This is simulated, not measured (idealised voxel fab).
Documented hereafter: the process module known as voxel double patterning.
The figure presents cross-section cut, which has a width of 200 nm and is divided into square cells with an edge length of 5 nm.
If you're reading a cross-section in this doc, picture square cells in a grid; it comes to you as bands, top ones listed first down to the bottom, and a band can be one or more rows of cells. For a band, the entry starts with two heights in nm, that of the top and then that of the bottom, and carries on with the band's materials in order from left to right, each alongside its width in nm; the word "edge to edge" beside a single material means it fills the band edge to edge, and "blank" means empty space. All heights in this document are referenced to 0, defined as the level beneath which the wafer, as received, consists entirely of one material. The lowest band is not bounded below; it extends indefinitely downward and is written in the form "from 0 down". A width given as "30 to 40" starts at the first number in the band's top row and ends at the second number in its bottom row, shifting by an equal amount at every step from row to row. For the purposes of this document, the phrase "nothing different" attached to a step denotes that no cell within the cross-section was modified by that step. Basically, "Cavities, sealed" tells you about the enclosed voids: empty spaces with no open way to the top, 8 cells or bigger, each written width x height at distance, where distance is from the left edge, all in nm. Text after the settings on a step's line: the simulator's own remark on that step. Among the settings permitted on a step's line is "overlay nm"; applied to a step with a mask, it specifies the extent to which the mask lay to the right of its planned position, whereas a negative figure signifies a position to the left.
HERE'S WHAT THE PLANNED PROCESS STEPS LOOK LIKE
1 RECEIVE [material Si]
2 CONFORMAL_DEP [material SiO2] [thk nm 10]
3 DIRECTIONAL_DEP [material polySi] [thk nm 20]
4 DIRECTIONAL_DEP [material SiN] [thk nm 5]
5 MASKED_ETCH [tone open] [mask id FIRST] [width nm 15] [pitch nm 50] [etch materials SiN] [depth nm 5] [overlay nm 0]
6 PATTERN [tone open] [mask id SECOND] [material resist] [width nm 15] [pitch nm 50] [thk nm 15] [overlay nm 0]
7 DIRECTIONAL_ETCH [etch materials SiN] [depth nm 5]
8 STRIP [etch materials resist]
9 DIRECTIONAL_ETCH [etch materials polySi] [depth nm 20]
10 STRIP [etch materials SiN]
WAFER AT RECEIPT (POST STEP 1), CROSS-SECTION
> from 0 down: Si edge to edge
> Cavities, sealed: none
WAFER CROSS-SECTION AT MODULE END: FIRST OF TWO, RUN TO PLAN
> from 30 to 10: polySi: 40, blank: 15, polySi: 10, blank: 15, polySi: 10, blank: 15, polySi: 10, blank: 15, polySi: 10, blank: 15, polySi: 45
> from 10 to 0: SiO2 edge to edge
> from 0 down: Si edge to edge
> Cavities, sealed: none
MODULE END: CROSS-SECTION OF WAFER TWO OF TWO. SAME START AND PROCESS PLAN AS THE FIRST WAFER. ONE MISTAKE DURING EXECUTION
> from 35 to 30: SiO2 edge to edge
> from 30 to 10: polySi edge to edge
> from 10 to 0: SiO2 edge to edge
> from 0 down: Si edge to edge
> Cavities, sealed: none
what went wrong: step 4 ran differently from the plan; actual operation with settings: DIRECTIONAL_DEP [material SiO2] [thk nm 5]
Once processing is complete, comparing cell counts shows that the second wafer has more or fewer of certain materials than the first: SiO2 +40 | polySi +60
